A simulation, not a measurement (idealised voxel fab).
Process module under the name voxel capacitor over wiring
The width of the displayed cross-section, cut, is 210 nm; its cells are square, with a size of 5 nm.
Just so we're on the same page, the cross-sections are grids of square cells, and they're listed out in bands top to bottom, each band one or more rows deep.
Heads up on the band format: heights come first, top then bottom, in nm. After that it's the materials left to right, each with its width in nm. A single material flagged "full width" fills the whole band edge to edge, and "blank" means there's empty space there.
Below 0: as-received wafer, all one material; heights counted from there. Lowest band: no bottom, goes on down, written "top 0, no bottom".
A two-number width, for instance "30..40", indicates that the width is equal to the first number in the top row of the band and to the second number in the bottom row, and that it changes by a constant amount per row of cells.
When a step is marked "left unchanged", none of the cells in the cross-section changed during that step.
Entry "Cavities, closed" = empty spaces >= 8 cells with no open way to the top; each as width x height at distance, distance from left edge, all nm.
Note: text after step settings on the step line = simulator remark on that step.
When a step includes a mask, the "overlay nm" setting on its line states how far to the right of its planned place that mask lay, and negative values state how far to the left.
Listed below are the process steps as planned:
step 1: RECEIVE, material Si
step 2: CONFORMAL_DEP, material SiO2, thk nm 10
step 3: CONFORMAL_DEP, material SiCN, thk nm 5
step 4: DIRECTIONAL_DEP, material SiO2, thk nm 15
step 5: PATTERN, tone open, mask id METAL_1, material resist, width nm 30, pitch nm 95, thk nm 20, overlay nm 0
step 6: DIRECTIONAL_ETCH, etch materials SiO2, depth nm 15
step 7: DIRECTIONAL_ETCH, etch materials SiCN, depth nm 5
step 8: STRIP, etch materials resist
step 9: CONFORMAL_DEP, material TiN, thk nm 5
step 10: FILL_DEP, material Cu, thk nm 5
step 11: CMP, height nm 30
step 12: CONFORMAL_DEP, material SiCN, thk nm 5
step 13: DIRECTIONAL_DEP, material lowk, thk nm 20
step 14: PATTERN, tone open, mask id PLUG_1, material resist, width nm 15, thk nm 15, overlay nm 0
step 15: DIRECTIONAL_ETCH, etch materials lowk, depth nm 20
step 16: DIRECTIONAL_ETCH, etch materials SiCN, depth nm 5
step 17: STRIP, etch materials resist
step 18: EPI, material Ru, thk nm 10
step 19: EPI, material Ru, thk nm 10
step 20: EPI, material Ru, thk nm 5
step 21: DIRECTIONAL_DEP, material TiN, thk nm 5
step 22: DIRECTIONAL_DEP, material HfO2, thk nm 5
step 23: DIRECTIONAL_DEP, material TiN, thk nm 5
step 24: MASKED_ETCH, tone cover, mask id UPPER_PLATE, width nm 70, etch materials TiN, depth nm 5, overlay nm 0
step 25: MASKED_ETCH, tone cover, mask id UPPER_PLATE, width nm 70, etch materials HfO2, depth nm 5, overlay nm 0
step 26: MASKED_ETCH, tone cover, mask id LOWER_PLATE, width nm 80, etch materials TiN, depth nm 5, overlay nm 0
step 27: FILL_DEP, material SiO2, thk nm 15
step 28: CMP, height nm 80
step 29: DIRECTIONAL_DEP, material aC, thk nm 15
step 30: PATTERN, tone open, mask id PLUG_2, material resist, width nm 15, thk nm 30, overlay nm 0
step 31: DIRECTIONAL_ETCH, etch materials aC, depth nm 15
step 32: STRIP, etch materials resist
step 33: DIRECTIONAL_ETCH, etch materials SiO2, depth nm 10
step 34: STRIP, etch materials aC
step 35: CONFORMAL_DEP, material TiN, thk nm 5
step 36: FILL_DEP, material W, thk nm 5
step 37: CMP, height nm 80
step 38: CONFORMAL_DEP, material SiN, thk nm 5
The wafers in this document start out alike and differ in the thk nm applied at step 22; the plan shows the value used for the first wafer.
Sectional view: first of several wafers, as received, after step 1:
- top 0, no bottom: Si full width
- Cavities, closed: none
Cross-section after step 38, the final step of the module, for the first of several wafers:
- top 85, bottom 80: SiN full width
- top 80, bottom 75: SiO2: 65  TiN: 5  W: 5  TiN: 5  SiO2: 130
- top 75, bottom 65: SiO2: 65..55  TiN: 15..70  SiO2: 130..85
- top 65, bottom 60: SiO2: 55  HfO2: 70  SiO2: 85
- top 60, bottom 55: SiO2: 50  TiN: 80  SiO2: 80
- top 55, bottom 35: lowk: 55  Ru: 15  lowk: 140
- top 35, bottom 30: SiCN: 55  Ru: 15  SiCN: 140
- top 30, bottom 15: SiO2: 40  TiN: 5  Cu: 20  TiN: 5  SiO2: 65  TiN: 5  Cu: 20  TiN: 5  SiO2: 45
- top 15, bottom 10: SiCN: 40  TiN: 30  SiCN: 65  TiN: 30  SiCN: 45
- top 10, bottom 0: SiO2 full width
- top 0, no bottom: Si full width
- Cavities, closed: none
The last wafer as seen in cross-section at the end of the module:
- top 85, bottom 80: SiN full width
- top 80, bottom 75: SiO2: 55  HfO2: 70  SiO2: 85
- top 75, bottom 60: HfO2 full width
- top 60, bottom 55: TiN full width
- top 55, bottom 35: lowk: 55  Ru: 15  lowk: 140
- top 35, bottom 30: SiCN: 55  Ru: 15  SiCN: 140
- top 30, bottom 15: SiO2: 40  TiN: 5  Cu: 20  TiN: 5  SiO2: 65  TiN: 5  Cu: 20  TiN: 5  SiO2: 45
- top 15, bottom 10: SiCN: 40  TiN: 30  SiCN: 65  TiN: 30  SiCN: 45
- top 10, bottom 0: SiO2 full width
- top 0, no bottom: Si full width
- Cavities, closed: none
Per-wafer rows below. For each material: cells gained (+) or lost (-) since the wafer was received, as of end of module. Then: closed voids:
thk nm 5; +24 Cu; +14 HfO2; +15 Ru; +69 SiCN; +42 SiN; +334 SiO2; +59 TiN; +1 W; +156 lowk; Cavities, closed: none
thk nm 10; +24 Cu; +56 HfO2; +15 Ru; +69 SiCN; +42 SiN; +269 SiO2; +83 TiN; +156 lowk; Cavities, closed: none
thk nm 15; +24 Cu; +98 HfO2; +15 Ru; +69 SiCN; +42 SiN; +230 SiO2; +80 TiN; +156 lowk; Cavities, closed: none
thk nm 20; +24 Cu; +140 HfO2; +15 Ru; +69 SiCN; +42 SiN; +202 SiO2; +66 TiN; +156 lowk; Cavities, closed: none
